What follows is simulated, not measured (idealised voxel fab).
Module name: voxel gate over fins (process module)
FYI the section here is cut, 205 nm wide, cells are 5 nm squares.
Bands, listed from the top down, are how a cross-section gets written in this document; the cross-section itself is a grid of square cells, and a band is one or more rows of them.
The entry gives the band's vertical extent as a top height and a bottom height in nm, then its horizontal make-up as materials from left to right, each with a width in nm. "blank" stands for empty space; a single material marked "throughout" fills the band edge to edge.
Basically, 0 is our baseline, since under it the wafer straight out of the box is all one material. The bottom band has no lower end and keeps on going down, so it looks like "0 nm and below".
Note: "30..40" means the width goes from the first number (top row of the band) to the second number (bottom row) in equal steps per row of cells.
"remained unchanged" after a step means that no cell of the cross-section changed.
Entry "Enclosed empty spaces". Content: empty spaces with no open connection to the top, size 8 cells or greater. Each: width x height at distance. Distance: from left edge. Unit: nm.
Post-settings text on a step line: simulator's own remark regarding the step.
A step line may carry the setting "overlay nm", which, for steps involving a mask, states the distance by which the mask lay to the right of its intended position; negative values denote displacement to the left.
Intended process steps:
1) op RECEIVE | material Si
2) op CONFORMAL_DEP | material SiN | thk nm 10
3) op DIRECTIONAL_DEP | material aC | thk nm 10
4) op PATTERN | tone cover | mask id FINS | material resist | width nm 15 | pitch nm 40 | thk nm 30 | overlay nm 0
5) op DIRECTIONAL_ETCH | etch materials aC | depth nm 10
6) op STRIP | etch materials resist
7) op DIRECTIONAL_ETCH | etch materials SiN | depth nm 10
8) op DIRECTIONAL_ETCH | etch materials Si | depth nm 35
9) op STRIP | etch materials aC
10) op OXIDIZE | depth nm 5
11) op FILL_DEP | material SiO2 | thk nm 10
12) op CMP | height nm 10
13) op SELECTIVE_ETCH | etch materials SiO2 | depth nm 25
14) op STRIP | etch materials SiN
15) op CONFORMAL_DEP | material HfO2 | thk nm 5
16) op CONFORMAL_DEP | material TiN | thk nm 5
17) op CONFORMAL_DEP | material TiAl | thk nm 5
18) op CONFORMAL_DEP | material TiN | thk nm 5
19) op FILL_DEP | material W | thk nm 10
20) op CMP | height nm 25
21) op CONFORMAL_DEP | material SiCN | thk nm 10
First out of two wafers; run went to plan:
Wafer cross-section on receipt, i.e. after step 1:
	0 nm and below | Si throughout
	Enclosed empty spaces: none
Wafer xsec, post step 2:
	10 nm to 0 nm | SiN throughout
	Under the height 0 nothing was changed.
Wafer xsec, post step 3:
	20 nm to 10 nm | aC throughout
	Under the height 10 nothing was changed.
Wafer xsec, post step 4:
	50 nm to 20 nm | 55 blank | 15 resist | 25 blank | 15 resist | 25 blank | 15 resist | 55 blank
	Under the height 20 nothing was changed.
Wafer xsec, post step 5:
	40 nm to 20 nm | 55 blank | 15 resist | 25 blank | 15 resist | 25 blank | 15 resist | 55 blank
	20 nm to 10 nm | 55 blank | 15 aC | 25 blank | 15 aC | 25 blank | 15 aC | 55 blank
	Under the height 10 nothing was changed.
Wafer xsec, post step 6:
	20 nm to 10 nm | 55 blank | 15 aC | 25 blank | 15 aC | 25 blank | 15 aC | 55 blank
	Under the height 10 nothing was changed.
Wafer xsec, post step 7:
	20 nm to 10 nm | 55 blank | 15 aC | 25 blank | 15 aC | 25 blank | 15 aC | 55 blank
	10 nm to 0 nm | 55 blank | 15 SiN | 25 blank | 15 SiN | 25 blank | 15 SiN | 55 blank
	Under the height 0 nothing was changed.
Wafer xsec, post step 8:
	20 nm to 10 nm | 55 blank | 15 aC | 25 blank | 15 aC | 25 blank | 15 aC | 55 blank
	10 nm to 0 nm | 55 blank | 15 SiN | 25 blank | 15 SiN | 25 blank | 15 SiN | 55 blank
	0 nm to -35 nm | 55 blank | 15 Si | 25 blank | 15 Si | 25 blank | 15 Si | 55 blank
	Under the height -35 nothing was changed.
Wafer xsec, post step 9:
	10 nm to 0 nm | 55 blank | 15 SiN | 25 blank | 15 SiN | 25 blank | 15 SiN | 55 blank
	Under the height 0 nothing was changed.
Wafer xsec, post step 10:
	10 nm to 0 nm | 55 blank | 15 SiN | 25 blank | 15 SiN | 25 blank | 15 SiN | 55 blank
	0 nm to -35 nm | 55 blank | 5 SiO2 | 5 Si | 5 SiO2 | 25 blank | 5 SiO2 | 5 Si | 5 SiO2 | 25 blank | 5 SiO2 | 5 Si | 5 SiO2 | 55 blank
	-35 nm to -40 nm | 60 SiO2 | 5 Si | 35 SiO2 | 5 Si | 35 SiO2 | 5 Si | 60 SiO2
	Under the height -40 nothing was changed.
Wafer xsec, post step 11:
	20 nm to 10 nm | SiO2 throughout
	10 nm to 0 nm | 55 SiO2 | 15 SiN | 25 SiO2 | 15 SiN | 25 SiO2 | 15 SiN | 55 SiO2
	0 nm to -40 nm | 60 SiO2 | 5 Si | 35 SiO2 | 5 Si | 35 SiO2 | 5 Si | 60 SiO2
	Under the height -40 nothing was changed.
Wafer xsec, post step 12:
	10 nm to 0 nm | 55 SiO2 | 15 SiN | 25 SiO2 | 15 SiN | 25 SiO2 | 15 SiN | 55 SiO2
	Under the height 0 nothing was changed.
Wafer xsec, post step 13:
	10 nm to 0 nm | 55 blank | 15 SiN | 25 blank | 15 SiN | 25 blank | 15 SiN | 55 blank
	0 nm to -15 nm | 60 blank | 5 Si | 35 blank | 5 Si | 35 blank | 5 Si | 60 blank
	Under the height -15 nothing was changed.
Wafer xsec, post step 14:
	0 nm to -15 nm | 60 blank | 5 Si | 35 blank | 5 Si | 35 blank | 5 Si | 60 blank
	Under the height -15 nothing was changed.
Wafer xsec, post step 15:
	5 nm to 0 nm | 55 blank | 15 HfO2 | 25 blank | 15 HfO2 | 25 blank | 15 HfO2 | 55 blank
	0 nm to -10 nm | 55 blank | 5 HfO2 | 5 Si | 5 HfO2 | 25 blank | 5 HfO2 | 5 Si | 5 HfO2 | 25 blank | 5 HfO2 | 5 Si | 5 HfO2 | 55 blank
	-10 nm to -15 nm | 60 HfO2 | 5 Si | 35 HfO2 | 5 Si | 35 HfO2 | 5 Si | 60 HfO2
	Under the height -15 nothing was changed.
Wafer xsec, post step 16:
	10 nm to 5 nm | 50 blank | 25 TiN | 15 blank | 25 TiN | 15 blank | 25 TiN | 50 blank
	5 nm to 0 nm | 50 blank | 5 TiN | 15 HfO2 | 5 TiN | 15 blank | 5 TiN | 15 HfO2 | 5 TiN | 15 blank | 5 TiN | 15 HfO2 | 5 TiN | 50 blank
	0 nm to -5 nm | 50 blank | 5 TiN | 5 HfO2 | 5 Si | 5 HfO2 | 5 TiN | 15 blank | 5 TiN | 5 HfO2 | 5 Si | 5 HfO2 | 5 TiN | 15 blank | 5 TiN | 5 HfO2 | 5 Si | 5 HfO2 | 5 TiN | 50 blank
	-5 nm to -10 nm | 55 TiN | 5 HfO2 | 5 Si | 5 HfO2 | 25 TiN | 5 HfO2 | 5 Si | 5 HfO2 | 25 TiN | 5 HfO2 | 5 Si | 5 HfO2 | 55 TiN
	Under the height -10 nothing was changed.
Wafer xsec, post step 17:
	15 nm to 10 nm | 45 blank | 35 TiAl | 5 blank | 35 TiAl | 5 blank | 35 TiAl | 45 blank
	10 nm to 5 nm | 45 blank | 5 TiAl | 25 TiN | 5 TiAl | 5 blank | 5 TiAl | 25 TiN | 5 TiAl | 5 blank | 5 TiAl | 25 TiN | 5 TiAl | 45 blank
	5 nm to 0 nm | 45 blank | 5 TiAl | 5 TiN | 15 HfO2 | 5 TiN | 5 TiAl | 5 blank | 5 TiAl | 5 TiN | 15 HfO2 | 5 TiN | 5 TiAl | 5 blank | 5 TiAl | 5 TiN | 15 HfO2 | 5 TiN | 5 TiAl | 45 blank
	0 nm to -5 nm | 50 TiAl | 5 TiN | 5 HfO2 | 5 Si | 5 HfO2 | 5 TiN | 15 TiAl | 5 TiN | 5 HfO2 | 5 Si | 5 HfO2 | 5 TiN | 15 TiAl | 5 TiN | 5 HfO2 | 5 Si | 5 HfO2 | 5 TiN | 50 TiAl
	Under the height -5 nothing was changed.
Wafer xsec, post step 18:
	20 nm to 15 nm | 40 blank | 125 TiN | 40 blank
	15 nm to 10 nm | 40 blank | 5 TiN | 35 TiAl | 5 TiN | 35 TiAl | 5 TiN | 35 TiAl | 5 TiN | 40 blank
	10 nm to 5 nm | 40 blank | 5 TiN | 5 TiAl | 25 TiN | 5 TiAl | 5 TiN | 5 TiAl | 25 TiN | 5 TiAl | 5 TiN | 5 TiAl | 25 TiN | 5 TiAl | 5 TiN | 40 blank
	5 nm to 0 nm | 45 TiN | 5 TiAl | 5 TiN | 15 HfO2 | 5 TiN | 5 TiAl | 5 TiN | 5 TiAl | 5 TiN | 15 HfO2 | 5 TiN | 5 TiAl | 5 TiN | 5 TiAl | 5 TiN | 15 HfO2 | 5 TiN | 5 TiAl | 45 TiN
	Under the height 0 nothing was changed.
Wafer xsec, post step 19:
	30 nm to 20 nm | W throughout
	20 nm to 15 nm | 40 W | 125 TiN | 40 W
	15 nm to 10 nm | 40 W | 5 TiN | 35 TiAl | 5 TiN | 35 TiAl | 5 TiN | 35 TiAl | 5 TiN | 40 W
	10 nm to 5 nm | 40 W | 5 TiN | 5 TiAl | 25 TiN | 5 TiAl | 5 TiN | 5 TiAl | 25 TiN | 5 TiAl | 5 TiN | 5 TiAl | 25 TiN | 5 TiAl | 5 TiN | 40 W
	Under the height 5 nothing was changed.
Wafer xsec, post step 20:
	25 nm to 20 nm | W throughout
	Under the height 20 nothing was changed.
Wafer xsec, post step 21:
	35 nm to 25 nm | SiCN throughout
	Under the height 25 nothing was changed.
Regarding the second of the two wafers: it shared the first wafer's starting condition and process plan, yet one error occurred during its execution. Its history coincides with that of the first wafer up to and including step 12:
Here is the second wafer in cross-section at the point where step 13 of the plan should have been done:
	10 nm to 0 nm | 55 blank | 15 SiN | 25 blank | 15 SiN | 25 blank | 15 SiN | 55 blank
	0 nm to -40 nm | 60 blank | 5 Si | 35 blank | 5 Si | 35 blank | 5 Si | 60 blank
	Under the height -40 nothing was changed.
Here is the second wafer in cross-section at the point where step 14 of the plan should have been done:
	0 nm to -40 nm | 60 blank | 5 Si | 35 blank | 5 Si | 35 blank | 5 Si | 60 blank
	Under the height -40 nothing was changed.
Here is the second wafer in cross-section at the point where step 15 of the plan should have been done:
	5 nm to 0 nm | 55 blank | 15 HfO2 | 25 blank | 15 HfO2 | 25 blank | 15 HfO2 | 55 blank
	0 nm to -35 nm | 55 blank | 5 HfO2 | 5 Si | 5 HfO2 | 25 blank | 5 HfO2 | 5 Si | 5 HfO2 | 25 blank | 5 HfO2 | 5 Si | 5 HfO2 | 55 blank
	-35 nm to -40 nm | 60 HfO2 | 5 Si | 35 HfO2 | 5 Si | 35 HfO2 | 5 Si | 60 HfO2
	Under the height -40 nothing was changed.
Here is the second wafer in cross-section at the point where step 16 of the plan should have been done:
	10 nm to 5 nm | 50 blank | 25 TiN | 15 blank | 25 TiN | 15 blank | 25 TiN | 50 blank
	5 nm to 0 nm | 50 blank | 5 TiN | 15 HfO2 | 5 TiN | 15 blank | 5 TiN | 15 HfO2 | 5 TiN | 15 blank | 5 TiN | 15 HfO2 | 5 TiN | 50 blank
	0 nm to -30 nm | 50 blank | 5 TiN | 5 HfO2 | 5 Si | 5 HfO2 | 5 TiN | 15 blank | 5 TiN | 5 HfO2 | 5 Si | 5 HfO2 | 5 TiN | 15 blank | 5 TiN | 5 HfO2 | 5 Si | 5 HfO2 | 5 TiN | 50 blank
	-30 nm to -35 nm | 55 TiN | 5 HfO2 | 5 Si | 5 HfO2 | 25 TiN | 5 HfO2 | 5 Si | 5 HfO2 | 25 TiN | 5 HfO2 | 5 Si | 5 HfO2 | 55 TiN
	Under the height -35 nothing was changed.
Here is the second wafer in cross-section at the point where step 17 of the plan should have been done:
	15 nm to 10 nm | 45 blank | 35 TiAl | 5 blank | 35 TiAl | 5 blank | 35 TiAl | 45 blank
	10 nm to 5 nm | 45 blank | 5 TiAl | 25 TiN | 5 TiAl | 5 blank | 5 TiAl | 25 TiN | 5 TiAl | 5 blank | 5 TiAl | 25 TiN | 5 TiAl | 45 blank
	5 nm to 0 nm | 45 blank | 5 TiAl | 5 TiN | 15 HfO2 | 5 TiN | 5 TiAl | 5 blank | 5 TiAl | 5 TiN | 15 HfO2 | 5 TiN | 5 TiAl | 5 blank | 5 TiAl | 5 TiN | 15 HfO2 | 5 TiN | 5 TiAl | 45 blank
	0 nm to -25 nm | 45 blank | 5 TiAl | 5 TiN | 5 HfO2 | 5 Si | 5 HfO2 | 5 TiN | 5 TiAl | 5 blank | 5 TiAl | 5 TiN | 5 HfO2 | 5 Si | 5 HfO2 | 5 TiN | 5 TiAl | 5 blank | 5 TiAl | 5 TiN | 5 HfO2 | 5 Si | 5 HfO2 | 5 TiN | 5 TiAl | 45 blank
	-25 nm to -30 nm | 50 TiAl | 5 TiN | 5 HfO2 | 5 Si | 5 HfO2 | 5 TiN | 15 TiAl | 5 TiN | 5 HfO2 | 5 Si | 5 HfO2 | 5 TiN | 15 TiAl | 5 TiN | 5 HfO2 | 5 Si | 5 HfO2 | 5 TiN | 50 TiAl
	Under the height -30 nothing was changed.
Here is the second wafer in cross-section at the point where step 18 of the plan should have been done:
	20 nm to 15 nm | 40 blank | 125 TiN | 40 blank
	15 nm to 10 nm | 40 blank | 5 TiN | 35 TiAl | 5 TiN | 35 TiAl | 5 TiN | 35 TiAl | 5 TiN | 40 blank
	10 nm to 5 nm | 40 blank | 5 TiN | 5 TiAl | 25 TiN | 5 TiAl | 5 TiN | 5 TiAl | 25 TiN | 5 TiAl | 5 TiN | 5 TiAl | 25 TiN | 5 TiAl | 5 TiN | 40 blank
	5 nm to 0 nm | 40 blank | 5 TiN | 5 TiAl | 5 TiN | 15 HfO2 | 5 TiN | 5 TiAl | 5 TiN | 5 TiAl | 5 TiN | 15 HfO2 | 5 TiN | 5 TiAl | 5 TiN | 5 TiAl | 5 TiN | 15 HfO2 | 5 TiN | 5 TiAl | 5 TiN | 40 blank
	0 nm to -20 nm | 40 blank | 5 TiN | 5 TiAl | 5 TiN | 5 HfO2 | 5 Si | 5 HfO2 | 5 TiN | 5 TiAl | 5 TiN | 5 TiAl | 5 TiN | 5 HfO2 | 5 Si | 5 HfO2 | 5 TiN | 5 TiAl | 5 TiN | 5 TiAl | 5 TiN | 5 HfO2 | 5 Si | 5 HfO2 | 5 TiN | 5 TiAl | 5 TiN | 40 blank
	-20 nm to -25 nm | 45 TiN | 5 TiAl | 5 TiN | 5 HfO2 | 5 Si | 5 HfO2 | 5 TiN | 5 TiAl | 5 TiN | 5 TiAl | 5 TiN | 5 HfO2 | 5 Si | 5 HfO2 | 5 TiN | 5 TiAl | 5 TiN | 5 TiAl | 5 TiN | 5 HfO2 | 5 Si | 5 HfO2 | 5 TiN | 5 TiAl | 45 TiN
	Under the height -25 nothing was changed.
Here is the second wafer in cross-section at the point where step 19 of the plan should have been done:
	30 nm to 20 nm | W throughout
	20 nm to 15 nm | 40 W | 125 TiN | 40 W
	15 nm to 10 nm | 40 W | 5 TiN | 35 TiAl | 5 TiN | 35 TiAl | 5 TiN | 35 TiAl | 5 TiN | 40 W
	10 nm to 5 nm | 40 W | 5 TiN | 5 TiAl | 25 TiN | 5 TiAl | 5 TiN | 5 TiAl | 25 TiN | 5 TiAl | 5 TiN | 5 TiAl | 25 TiN | 5 TiAl | 5 TiN | 40 W
	5 nm to 0 nm | 40 W | 5 TiN | 5 TiAl | 5 TiN | 15 HfO2 | 5 TiN | 5 TiAl | 5 TiN | 5 TiAl | 5 TiN | 15 HfO2 | 5 TiN | 5 TiAl | 5 TiN | 5 TiAl | 5 TiN | 15 HfO2 | 5 TiN | 5 TiAl | 5 TiN | 40 W
	0 nm to -20 nm | 40 W | 5 TiN | 5 TiAl | 5 TiN | 5 HfO2 | 5 Si | 5 HfO2 | 5 TiN | 5 TiAl | 5 TiN | 5 TiAl | 5 TiN | 5 HfO2 | 5 Si | 5 HfO2 | 5 TiN | 5 TiAl | 5 TiN | 5 TiAl | 5 TiN | 5 HfO2 | 5 Si | 5 HfO2 | 5 TiN | 5 TiAl | 5 TiN | 40 W
	Under the height -20 nothing was changed.
Here is the second wafer in cross-section at the point where step 20 of the plan should have been done:
	25 nm to 20 nm | W throughout
	Under the height 20 nothing was changed.
Here is the second wafer in cross-section at the point where step 21 of the plan should have been done:
	35 nm to 25 nm | SiCN throughout
	Under the height 25 nothing was changed.
Here's what went sideways: step 13 of the plan was performed twice
Count the cells at the end and the second wafer has more or fewer of some materials than the first: +30 HfO2; -190 SiO2; +30 TiAl; +50 TiN; +80 W
